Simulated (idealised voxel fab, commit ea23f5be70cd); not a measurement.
The following is a process module called voxel self aligned vias.
For reference, the cross-section in this document is cut, with width 250 nm and square cells of 5 nm.
Cross-section, as written here: a square-cell grid given band by band from the top down, where a band holds one or more rows of cells.
Heads up on the band format: heights come first, top then bottom, in nm. After that it's the materials left to right, each with its width in nm. A single material flagged "all across" fills the whole band edge to edge, and "blank" means there's empty space there.
Height reference: 0 = level under which incoming wafer is all one material. Lowest band: no bottom, runs on downward, e.g. "0 down".
Graded width ("30 to 40"): value in top row of band = first number; value in bottom row = second number; row-to-row change constant.
What does "left unchanged" mean for a step? It means no cell of the cross-section changed in that step.
What "Fully closed voids" gives you is every empty space of 8 cells or more that is cut off from the top. Each appears as width x height at distance, with the distance taken from the left edge and width, height and distance all in nm.
Text after the settings on a step's line: the simulator's own remark on that step.
When a step includes a mask, the "overlay nm" setting on its line states how far to the right of its planned place that mask lay, and negative values state how far to the left.

plan
1,op RECEIVE | material Si
2,op CONFORMAL_DEP | material SiO2 | thk nm 15
3,op CONFORMAL_DEP | material SiCN | thk nm 5
4,op DIRECTIONAL_DEP | material SiO2 | thk nm 30
5,op DIRECTIONAL_DEP | material aC | thk nm 15
6,op PATTERN | tone open | mask id LINES | material resist | width nm 30 | pitch nm 75 | thk nm 35 | overlay nm 0
7,op DIRECTIONAL_ETCH | etch materials aC | depth nm 15
8,op STRIP | etch materials resist
9,op DIRECTIONAL_ETCH | etch materials SiO2 | depth nm 30
10,op STRIP | etch materials aC
11,op CONFORMAL_DEP | material TiN | thk nm 5
12,op FILL_DEP | material W | thk nm 10
13,op CMP | height nm 50
14,op SELECTIVE_ETCH | etch materials W Ru TiN | depth nm 5
15,op FILL_DEP | material SiN | thk nm 5
16,op CMP | height nm 50
17,op DIRECTIONAL_DEP | material SiO2 | thk nm 20
18,op PATTERN | tone open | mask id VIAS | material resist | width nm 50 | pitch nm 150 | thk nm 15 | overlay nm 0
19,op DIRECTIONAL_ETCH | etch materials SiO2 | depth nm 20
20,op DIRECTIONAL_ETCH | etch materials SiN | depth nm 5
21,op STRIP | etch materials resist
22,op CONFORMAL_DEP | material TiN | thk nm 5
23,op FILL_DEP | material Cu | thk nm 10
24,op CMP | height nm 70
25,op CONFORMAL_DEP | material SiN | thk nm 5

Cross-section of the wafer as it came to us, i.e., already through step 1
- 0 down = Si all across
- Fully closed voids: none

The cross-section shown corresponds to the wafer at the conclusion of the module. The initial structure and the process plan are those presented above; however, one mistake occurred in executing the plan
- 75 to 70 = SiN all across
- 70 to 50 = SiO2 (25)  TiN (5)  Cu (40)  TiN (5)  SiO2 (100)  TiN (5)  Cu (40)  TiN (5)  SiO2 (25)
- 50 to 45 = SiO2 (25)  TiN (50)  SiO2 (35)  SiN (30)  SiO2 (35)  TiN (50)  SiO2 (25)
- 45 to 30 = SiO2 (25)  TiN (15)  W (20)  TiN (15)  SiO2 (35)  TiN (5)  W (20)  TiN (5)  SiO2 (35)  TiN (15)  W (20)  TiN (15)  SiO2 (25)
- 30 to 25 = SiO2 (35)  TiN (5)  W (20)  TiN (5)  SiO2 (45)  TiN (5)  W (20)  TiN (5)  SiO2 (45)  TiN (5)  W (20)  TiN (5)  SiO2 (35)
- 25 to 20 = SiO2 (35)  TiN (30)  SiO2 (45)  TiN (30)  SiO2 (45)  TiN (30)  SiO2 (35)
- 20 to 15 = SiCN all across
- 15 to 0 = SiO2 all across
- 0 down = Si all across
- Fully closed voids: none
Finding, execution versus plan: the plan's step 19 ran twice
